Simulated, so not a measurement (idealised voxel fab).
Process module heading - voxel self aligned contacts
Pictured: cross-section cut, 285 nm wide, on a grid of 5 nm square cells.
Cross-sections here: square-cell grids, written as top-down lists of bands, a band being one or more rows of cells. Each band's line starts with the height of the band's top and of its bottom, in nm. Then come its materials from left to right, each with its width in nm. One material with "throughout" fills the band from edge to edge. "air" is empty space. Basically, 0 is our baseline, since under it the wafer straight out of the box is all one material. The bottom band has no lower end and keeps on going down, so it looks like "z 0 and below". Top row gets the first number, bottom row gets the second, and each row in between changes by the same step: that is how a band width like "30 to 40" works. For the purposes of this document, the phrase "nothing different" attached to a step denotes that no cell within the cross-section was modified by that step. Basically, "Enclosed cavities" tells you about the enclosed voids: empty spaces with no open way to the top, 8 cells or bigger, each written width x height at distance, where distance is from the left edge, all in nm. Past the settings on a step's line: simulator remark, on that step. You can add "overlay nm" to a step's line. For a step with a mask, it describes how far the mask lay to the right of its planned position, and a negative number describes a lay to the left. If you're wondering how to read the rest of this, here's the deal. It's pairs of cross-sections: one from before a process step, one from after it. The after one is only drawn as far down as the lowest band that changed. Right under each pair you'll see which step sits between them and what its settings were. Don't read the pairs as one continuous story, though. They can come from different runs of this module on the same starting wafer, and a pair only carries on from the one above it where its entry headed "Ex-ante state" says so.
## Ex-ante state
  z 60 to 50: SiO2: 120, air: 45, SiO2: 120
  z 50 to 30: SiO2: 95, SiN: 35, air: 25, SiN: 35, SiO2: 95
  z 30 to 10: SiO2: 95, SiN: 5, polySi: 25, SiN: 5, air: 25, SiN: 5, polySi: 25, SiN: 5, SiO2: 95
  z 10 to 0: polySi throughout
  z 0 to -5: SiO2 throughout
  z -5 and below: Si throughout
  Enclosed cavities: none
## Post-Step Appearance
  z 65 to 60: TiN: 125, air: 35, TiN: 125
  z 60 to 50: SiO2: 120, TiN: 5 to 15, air: 35 to 15, TiN: 5 to 15, SiO2: 120
  z 50 to 30: SiO2: 95, SiN: 35, TiN: 5, air: 15, TiN: 5, SiN: 35, SiO2: 95
  z 30 to 15: SiO2: 95, SiN: 5, polySi: 25, SiN: 5, TiN: 5, air: 15, TiN: 5, SiN: 5, polySi: 25, SiN: 5, SiO2: 95
  z 15 to 10: SiO2: 95, SiN: 5, polySi: 25, SiN: 5, TiN: 25, SiN: 5, polySi: 25, SiN: 5, SiO2: 95
  Everything below 10 is unchanged.
  Enclosed cavities: none
Connecting step for the cross-sections above: op CONFORMAL_DEP | material TiN | thk nm 5
Ex-ante state: = after-state of the pair above.
## Post-Step Appearance
  z 75 to 65: W throughout
  z 65 to 60: TiN: 125, W: 35, TiN: 125
  z 60 to 50: SiO2: 120, TiN: 5 to 15, W: 35 to 15, TiN: 5 to 15, SiO2: 120
  z 50 to 30: SiO2: 95, SiN: 35, TiN: 5, W: 15, TiN: 5, SiN: 35, SiO2: 95
  z 30 to 15: SiO2: 95, SiN: 5, polySi: 25, SiN: 5, TiN: 5, W: 15, TiN: 5, SiN: 5, polySi: 25, SiN: 5, SiO2: 95
  Everything below 15 is unchanged.
  Enclosed cavities: none
Connecting step for the cross-sections above: op FILL_DEP | material W | thk nm 10
Ex-ante state: = after-state of the pair above.
## Post-Step Appearance
  z 60 to 50: SiO2: 120, TiN: 5 to 15, W: 35 to 15, TiN: 5 to 15, SiO2: 120
  Everything below 50 is unchanged.
  Enclosed cavities: none
Connecting step for the cross-sections above: op CMP | height nm 60
Ex-ante state: = after-state of the pair above.
## Post-Step Appearance
  z 65 to 60: SiCN throughout
  Everything below 60 is unchanged.
  Enclosed cavities: none
Connecting step for the cross-sections above: op CONFORMAL_DEP | material SiCN | thk nm 5
## Ex-ante state
  z 70 to 60: aC throughout
  z 60 to 50: SiO2 throughout
  z 50 to 30: SiO2: 95, SiN: 35, SiO2: 25, SiN: 35, SiO2: 95
  z 30 to 0: SiO2: 95, SiN: 5, polySi: 25, SiN: 5, SiO2: 25, SiN: 5, polySi: 25, SiN: 5, SiO2: 95
  z 0 to -5: SiO2 throughout
  z -5 and below: Si throughout
  Enclosed cavities: none
## Post-Step Appearance
  z 100 to 70: resist: 115, air: 55, resist: 115
  Everything below 70 is unchanged.
  Enclosed cavities: none
Connecting step for the cross-sections above: op PATTERN | tone open | mask id CONTACT | material resist | width nm 55 | thk nm 30 | overlay nm 0
Ex-ante state: = after-state of the pair above.
## Post-Step Appearance
  z 90 to 70: resist: 115, air: 55, resist: 115
  z 70 to 60: aC: 115, air: 55, aC: 115
  Everything below 60 is unchanged.
  Enclosed cavities: none
Connecting step for the cross-sections above: op DIRECTIONAL_ETCH | etch materials aC | depth nm 10
Ex-ante state: = after-state of the pair above.
## Post-Step Appearance
  z 70 to 60: aC: 115, air: 55, aC: 115
  Everything below 60 is unchanged.
  Enclosed cavities: none
Connecting step for the cross-sections above: op STRIP | etch materials resist
Ex-ante state: = after-state of the pair above.
## Post-Step Appearance
  z 70 to 60: aC: 115, air: 55, aC: 115
  z 60 to 50: SiO2: 115, air: 55, SiO2: 115
  z 50 to 30: SiO2: 95, SiN: 35, air: 25, SiN: 35, SiO2: 95
  z 30 to 0: SiO2: 95, SiN: 5, polySi: 25, SiN: 5, air: 25, SiN: 5, polySi: 25, SiN: 5, SiO2: 95
  z 0 to -5: SiO2: 130, air: 25, SiO2: 130
  Everything below -5 is unchanged.
  Enclosed cavities: none
Connecting step for the cross-sections above: op DIRECTIONAL_ETCH | etch materials SiO2 | depth nm 65
Ex-ante state: = after-state of the pair above.
## Post-Step Appearance
  z 60 to 50: SiO2: 115, air: 55, SiO2: 115
  Everything below 50 is unchanged.
  Enclosed cavities: none
Connecting step for the cross-sections above: op STRIP | etch materials aC
Ex-ante state: = after-state of the pair above.
## Post-Step Appearance
  z 65 to 60: TiN: 120, air: 45, TiN: 120
  z 60 to 50: SiO2: 115, TiN: 5 to 20, air: 45 to 15, TiN: 5 to 20, SiO2: 115
  z 50 to 30: SiO2: 95, SiN: 35, TiN: 5, air: 15, TiN: 5, SiN: 35, SiO2: 95
  z 30 to 0: SiO2: 95, SiN: 5, polySi: 25, SiN: 5, TiN: 5, air: 15, TiN: 5, SiN: 5, polySi: 25, SiN: 5, SiO2: 95
  z 0 to -5: SiO2: 130, TiN: 25, SiO2: 130
  Everything below -5 is unchanged.
  Enclosed cavities: none
Connecting step for the cross-sections above: op CONFORMAL_DEP | material TiN | thk nm 5
Ex-ante state: = after-state of the pair above.
## Post-Step Appearance
  z 75 to 65: W throughout
  z 65 to 60: TiN: 120, W: 45, TiN: 120
  z 60 to 50: SiO2: 115, TiN: 5 to 20, W: 45 to 15, TiN: 5 to 20, SiO2: 115
  z 50 to 30: SiO2: 95, SiN: 35, TiN: 5, W: 15, TiN: 5, SiN: 35, SiO2: 95
  z 30 to 0: SiO2: 95, SiN: 5, polySi: 25, SiN: 5, TiN: 5, W: 15, TiN: 5, SiN: 5, polySi: 25, SiN: 5, SiO2: 95
  Everything below 0 is unchanged.
  Enclosed cavities: none
Connecting step for the cross-sections above: op FILL_DEP | material W | thk nm 10
Ex-ante state: = after-state of the pair above.
## Post-Step Appearance
  z 60 to 50: SiO2: 115, TiN: 5 to 20, W: 45 to 15, TiN: 5 to 20, SiO2: 115
  Everything below 50 is unchanged.
  Enclosed cavities: none
Connecting step for the cross-sections above: op CMP | height nm 60
Ex-ante state: = after-state of the pair above.
## Post-Step Appearance
  z 65 to 60: SiCN throughout
  Everything below 60 is unchanged.
  Enclosed cavities: none
Connecting step for the cross-sections above: op CONFORMAL_DEP | material SiCN | thk nm 5
## Ex-ante state
  z 50 to 30: air: 100, SiN: 25, air: 35, SiN: 25, air: 100
  z 30 to 0: polySi throughout
  z 0 to -5: SiO2 throughout
  z -5 and below: Si throughout
  Enclosed cavities: none
## Post-Step Appearance
  z 50 to 30: air: 100, SiN: 25, air: 35, SiN: 25, air: 100
  z 30 to 0: air: 95, polySi: 30, air: 30, polySi: 30, air: 100
  Everything below 0 is unchanged.
  Enclosed cavities: none
Connecting step for the cross-sections above: op MASKED_ETCH | tone cover | mask id GATE | width nm 25 | pitch nm 60 | etch materials polySi | depth nm 30 | overlay nm -5
Ex-ante state: = after-state of the pair above.
## Post-Step Appearance
  z 55 to 35: air: 95, SiN: 35, air: 25, SiN: 35, air: 95
  z 35 to 30: air: 90, SiN: 40, air: 20, SiN: 40, air: 95
  z 30 to 5: air: 90, SiN: 5, polySi: 30, SiN: 5, air: 20, SiN: 5, polySi: 30, SiN: 5, air: 95
  z 5 to 0: SiN: 95, polySi: 30, SiN: 30, polySi: 30, SiN: 100
  Everything below 0 is unchanged.
  Enclosed cavities: none
Connecting step for the cross-sections above: op CONFORMAL_DEP | material SiN | thk nm 5
Ex-ante state: = after-state of the pair above.
## Post-Step Appearance
  z 50 to 30: air: 95, SiN: 35, air: 25, SiN: 35, air: 95
  z 30 to 0: air: 90, SiN: 5, polySi: 30, SiN: 5, air: 20, SiN: 5, polySi: 30, SiN: 5, air: 95
  Everything below 0 is unchanged.
  Enclosed cavities: none
Connecting step for the cross-sections above: op DIRECTIONAL_ETCH | etch materials SiN | depth nm 5
Ex-ante state: = after-state of the pair above.
## Post-Step Appearance
  z 65 to 50: SiO2 throughout
  z 50 to 30: SiO2: 95, SiN: 35, SiO2: 25, SiN: 35, SiO2: 95
  z 30 to 0: SiO2: 90, SiN: 5, polySi: 30, SiN: 5, SiO2: 20, SiN: 5, polySi: 30, SiN: 5, SiO2: 95
  Everything below 0 is unchanged.
  Enclosed cavities: none
Connecting step for the cross-sections above: op FILL_DEP | material SiO2 | thk nm 15
Ex-ante state: = after-state of the pair above.
## Post-Step Appearance
  z 60 to 50: SiO2 throughout
  Everything below 50 is unchanged.
  Enclosed cavities: none
Connecting step for the cross-sections above: op CMP | height nm 60
Ex-ante state: = after-state of the pair above.
## Post-Step Appearance
  z 70 to 60: aC throughout
  Everything below 60 is unchanged.
  Enclosed cavities: none
Connecting step for the cross-sections above: op DIRECTIONAL_DEP | material aC | thk nm 10
Ex-ante state: = after-state of the pair above.
## Post-Step Appearance
  z 100 to 70: resist: 120, air: 45, resist: 120
  Everything below 70 is unchanged.
  Enclosed cavities: none
Connecting step for the cross-sections above: op PATTERN | tone open | mask id CONTACT | material resist | width nm 45 | thk nm 30 | overlay nm 0
Ex-ante state: = after-state of the pair above.
## Post-Step Appearance
  z 90 to 70: resist: 120, air: 45, resist: 120
  z 70 to 60: aC: 120, air: 45, aC: 120
  Everything below 60 is unchanged.
  Enclosed cavities: none
Connecting step for the cross-sections above: op DIRECTIONAL_ETCH | etch materials aC | depth nm 10
Ex-ante state: = after-state of the pair above.
## Post-Step Appearance
  z 70 to 60: aC: 120, air: 45, aC: 120
  Everything below 60 is unchanged.
  Enclosed cavities: none
Connecting step for the cross-sections above: op STRIP | etch materials resist
Ex-ante state: = after-state of the pair above.
## Post-Step Appearance
  z 70 to 60: aC: 120, air: 45, aC: 120
  z 60 to 50: SiO2: 120, air: 45, SiO2: 120
  z 50 to 30: SiO2: 95, SiN: 35, air: 25, SiN: 35, SiO2: 95
  z 30 to 0: SiO2: 90, SiN: 5, polySi: 30, SiN: 5, air: 20, SiN: 5, polySi: 30, SiN: 5, SiO2: 95
  z 0 to -5: SiO2: 130, air: 20, SiO2: 135
  Everything below -5 is unchanged.
  Enclosed cavities: none
Connecting step for the cross-sections above: op DIRECTIONAL_ETCH | etch materials SiO2 | depth nm 65
Ex-ante state: = after-state of the pair above.
## Post-Step Appearance
  z 60 to 50: SiO2: 120, air: 45, SiO2: 120
  Everything below 50 is unchanged.
  Enclosed cavities: none
Connecting step for the cross-sections above: op STRIP | etch materials aC
Ex-ante state: = after-state of the pair above.
## Post-Step Appearance
  z 65 to 60: TiN: 125, air: 35, TiN: 125
  z 60 to 50: SiO2: 120, TiN: 5 to 15, air: 35 to 15, TiN: 5 to 15, SiO2: 120
  z 50 to 35: SiO2: 95, SiN: 35, TiN: 5, air: 15, TiN: 5, SiN: 35, SiO2: 95
  z 35 to 30: SiO2: 95, SiN: 35, TiN: 5, air: 10, TiN: 10, SiN: 35, SiO2: 95
  z 30 to 0: SiO2: 90, SiN: 5, polySi: 30, SiN: 5, TiN: 5, air: 10, TiN: 5, SiN: 5, polySi: 30, SiN: 5, SiO2: 95
  z 0 to -5: SiO2: 130, TiN: 20, SiO2: 135
  Everything below -5 is unchanged.
  Enclosed cavities: none
Connecting step for the cross-sections above: op CONFORMAL_DEP | material TiN | thk nm 5
Ex-ante state: = after-state of the pair above.
## Post-Step Appearance
  z 75 to 65: W throughout
  z 65 to 60: TiN: 125, W: 35, TiN: 125
  z 60 to 50: SiO2: 120, TiN: 5 to 15, W: 35 to 15, TiN: 5 to 15, SiO2: 120
  z 50 to 35: SiO2: 95, SiN: 35, TiN: 5, W: 15, TiN: 5, SiN: 35, SiO2: 95
  z 35 to 30: SiO2: 95, SiN: 35, TiN: 5, W: 10, TiN: 10, SiN: 35, SiO2: 95
  z 30 to 0: SiO2: 90, SiN: 5, polySi: 30, SiN: 5, TiN: 5, W: 10, TiN: 5, SiN: 5, polySi: 30, SiN: 5, SiO2: 95
  Everything below 0 is unchanged.
  Enclosed cavities: none
Connecting step for the cross-sections above: op FILL_DEP | material W | thk nm 10
Ex-ante state: = after-state of the pair above.
## Post-Step Appearance
  z 60 to 50: SiO2: 120, TiN: 5 to 15, W: 35 to 15, TiN: 5 to 15, SiO2: 120
  Everything below 50 is unchanged.
  Enclosed cavities: none
Connecting step for the cross-sections above: op CMP | height nm 60
Ex-ante state: = after-state of the pair above.
## Post-Step Appearance
  z 65 to 60: SiCN throughout
  Everything below 60 is unchanged.
  Enclosed cavities: none
Connecting step for the cross-sections above: op CONFORMAL_DEP | material SiCN | thk nm 5
## Ex-ante state
  z 30 to 0: polySi throughout
  z 0 to -5: SiO2 throughout
  z -5 and below: Si throughout
  Enclosed cavities: none
## Post-Step Appearance
  z 50 to 30: SiCN throughout
  Everything below 30 is unchanged.
  Enclosed cavities: none
Connecting step for the cross-sections above: op DIRECTIONAL_DEP | material SiCN | thk nm 20
Ex-ante state: = after-state of the pair above.
## Post-Step Appearance
  z 55 to 50: SiN throughout
  Everything below 50 is unchanged.
  Enclosed cavities: none
Connecting step for the cross-sections above: op CONFORMAL_DEP | material SiN | thk nm 5
Ex-ante state: = after-state of the pair above.
## Post-Step Appearance
  z 50 to 30: SiCN throughout
  Everything below 30 is unchanged.
  Enclosed cavities: none
Connecting step for the cross-sections above: op DIRECTIONAL_ETCH | etch materials SiN | depth nm 5
Ex-ante state: = after-state of the pair above.
## Post-Step Appearance
  z 65 to 50: SiO2 throughout
  Everything below 50 is unchanged.
  Enclosed cavities: none
Connecting step for the cross-sections above: op FILL_DEP | material SiO2 | thk nm 15
Ex-ante state: = after-state of the pair above.
## Post-Step Appearance
  z 60 to 50: SiO2 throughout
  Everything below 50 is unchanged.
  Enclosed cavities: none
Connecting step for the cross-sections above: op CMP | height nm 60
Ex-ante state: = after-state of the pair above.
## Post-Step Appearance
  z 70 to 60: aC throughout
  Everything below 60 is unchanged.
  Enclosed cavities: none
Connecting step for the cross-sections above: op DIRECTIONAL_DEP | material aC | thk nm 10
Ex-ante state: = after-state of the pair above.
## Post-Step Appearance
  z 100 to 70: resist: 120, air: 45, resist: 120
  Everything below 70 is unchanged.
  Enclosed cavities: none
Connecting step for the cross-sections above: op PATTERN | tone open | mask id CONTACT | material resist | width nm 45 | thk nm 30 | overlay nm 0
Ex-ante state: = after-state of the pair above.
## Post-Step Appearance
  z 90 to 70: resist: 120, air: 45, resist: 120
  z 70 to 60: aC: 120, air: 45, aC: 120
  Everything below 60 is unchanged.
  Enclosed cavities: none
Connecting step for the cross-sections above: op DIRECTIONAL_ETCH | etch materials aC | depth nm 10
Ex-ante state: = after-state of the pair above.
## Post-Step Appearance
  z 70 to 60: aC: 120, air: 45, aC: 120
  Everything below 60 is unchanged.
  Enclosed cavities: none
Connecting step for the cross-sections above: op STRIP | etch materials resist
Ex-ante state: = after-state of the pair above.
## Post-Step Appearance
  z 70 to 60: aC: 120, air: 45, aC: 120
  z 60 to 50: SiO2: 120, air: 45, SiO2: 120
  Everything below 50 is unchanged.
  Enclosed cavities: none
Connecting step for the cross-sections above: op DIRECTIONAL_ETCH | etch materials SiO2 | depth nm 65
Ex-ante state: = after-state of the pair above.
## Post-Step Appearance
  z 60 to 50: SiO2: 120, air: 45, SiO2: 120
  Everything below 50 is unchanged.
  Enclosed cavities: none
Connecting step for the cross-sections above: op STRIP | etch materials aC
Ex-ante state: = after-state of the pair above.
## Post-Step Appearance
  z 65 to 60: TiN: 125, air: 35, TiN: 125
  z 60 to 55: SiO2: 120, TiN: 5, air: 35, TiN: 5, SiO2: 120
  z 55 to 50: SiO2: 120, TiN: 45, SiO2: 120
  Everything below 50 is unchanged.
  Enclosed cavities: none
Connecting step for the cross-sections above: op CONFORMAL_DEP | material TiN | thk nm 5
Ex-ante state: = after-state of the pair above.
## Post-Step Appearance
  z 75 to 65: W throughout
  z 65 to 60: TiN: 125, W: 35, TiN: 125
  z 60 to 55: SiO2: 120, TiN: 5, W: 35, TiN: 5, SiO2: 120
  Everything below 55 is unchanged.
  Enclosed cavities: none
Connecting step for the cross-sections above: op FILL_DEP | material W | thk nm 10
Ex-ante state: = after-state of the pair above.
## Post-Step Appearance
  z 60 to 55: SiO2: 120, TiN: 5, W: 35, TiN: 5, SiO2: 120
  Everything below 55 is unchanged.
  Enclosed cavities: none
Connecting step for the cross-sections above: op CMP | height nm 60
Ex-ante state: = after-state of the pair above.
## Post-Step Appearance
  z 65 to 60: SiCN throughout
  Everything below 60 is unchanged.
  Enclosed cavities: none
Connecting step for the cross-sections above: op CONFORMAL_DEP | material SiCN | thk nm 5
## Ex-ante state
  z 70 to 60: aC throughout
  z 60 to 50: SiO2 throughout
  z 50 to 30: SiO2: 95, SiN: 35, SiO2: 25, SiN: 35, SiO2: 95
  z 30 to 0: SiO2: 95, SiN: 5, polySi: 25, SiN: 5, SiO2: 25, SiN: 5, polySi: 25, SiN: 5, SiO2: 95
  z 0 to -5: SiO2 throughout
  z -5 and below: Si throughout
  Enclosed cavities: none
## Post-Step Appearance
  z 100 to 70: air: 120, resist: 45, air: 120
  Everything below 70 is unchanged.
  Enclosed cavities: none
Connecting step for the cross-sections above: op PATTERN | tone cover | mask id CONTACT | material resist | width nm 45 | thk nm 30 | overlay nm 0
Ex-ante state: = after-state of the pair above.
## Post-Step Appearance
  z 90 to 70: air: 120, resist: 45, air: 120
  z 70 to 60: air: 120, aC: 45, air: 120
  Everything below 60 is unchanged.
  Enclosed cavities: none
Connecting step for the cross-sections above: op DIRECTIONAL_ETCH | etch materials aC | depth nm 10
Ex-ante state: = after-state of the pair above.
## Post-Step Appearance
  z 70 to 60: air: 120, aC: 45, air: 120
  Everything below 60 is unchanged.
  Enclosed cavities: none
Connecting step for the cross-sections above: op STRIP | etch materials resist
Ex-ante state: = after-state of the pair above.
## Post-Step Appearance
  z 70 to 60: air: 120, aC: 45, air: 120
  z 60 to 50: air: 120, SiO2: 45, air: 120
  z 50 to 30: air: 95, SiN: 35, SiO2: 25, SiN: 35, air: 95
  z 30 to 0: air: 95, SiN: 5, polySi: 25, SiN: 5, SiO2: 25, SiN: 5, polySi: 25, SiN: 5, air: 95
  z 0 to -5: air: 95, SiO2: 95, air: 95
  Everything below -5 is unchanged.
  Enclosed cavities: none
Connecting step for the cross-sections above: op DIRECTIONAL_ETCH | etch materials SiO2 | depth nm 65
Ex-ante state: = after-state of the pair above.
## Post-Step Appearance
  z 60 to 50: air: 120, SiO2: 45, air: 120
  Everything below 50 is unchanged.
  Enclosed cavities: none
Connecting step for the cross-sections above: op STRIP | etch materials aC
Ex-ante state: = after-state of the pair above.
## Post-Step Appearance
  z 65 to 60: air: 115, TiN: 55, air: 115
  z 60 to 50: air: 115 to 90, TiN: 5 to 30, SiO2: 45, TiN: 5 to 30, air: 115 to 90
  z 50 to 30: air: 90, TiN: 5, SiN: 35, SiO2: 25, SiN: 35, TiN: 5, air: 90
  z 30 to 0: air: 90, TiN: 5, SiN: 5, polySi: 25, SiN: 5, SiO2: 25, SiN: 5, polySi: 25, SiN: 5, TiN: 5, air: 90
  z 0 to -5: TiN: 95, SiO2: 95, TiN: 95
  Everything below -5 is unchanged.
  Enclosed cavities: none
Connecting step for the cross-sections above: op CONFORMAL_DEP | material TiN | thk nm 5
Ex-ante state: = after-state of the pair above.
## Post-Step Appearance
  z 75 to 65: W throughout
  z 65 to 60: W: 115, TiN: 55, W: 115
  z 60 to 50: W: 115 to 90, TiN: 5 to 30, SiO2: 45, TiN: 5 to 30, W: 115 to 90
  z 50 to 30: W: 90, TiN: 5, SiN: 35, SiO2: 25, SiN: 35, TiN: 5, W: 90
  z 30 to 0: W: 90, TiN: 5, SiN: 5, polySi: 25, SiN: 5, SiO2: 25, SiN: 5, polySi: 25, SiN: 5, TiN: 5, W: 90
  Everything below 0 is unchanged.
  Enclosed cavities: none
Connecting step for the cross-sections above: op FILL_DEP | material W | thk nm 10
Ex-ante state: = after-state of the pair above.
## Post-Step Appearance
  z 60 to 50: W: 115 to 90, TiN: 5 to 30, SiO2: 45, TiN: 5 to 30, W: 115 to 90
  Everything below 50 is unchanged.
  Enclosed cavities: none
Connecting step for the cross-sections above: op CMP | height nm 60
Ex-ante state: = after-state of the pair above.
## Post-Step Appearance
  z 65 to 60: SiCN throughout
  Everything below 60 is unchanged.
  Enclosed cavities: none
Connecting step for the cross-sections above: op CONFORMAL_DEP | material SiCN | thk nm 5
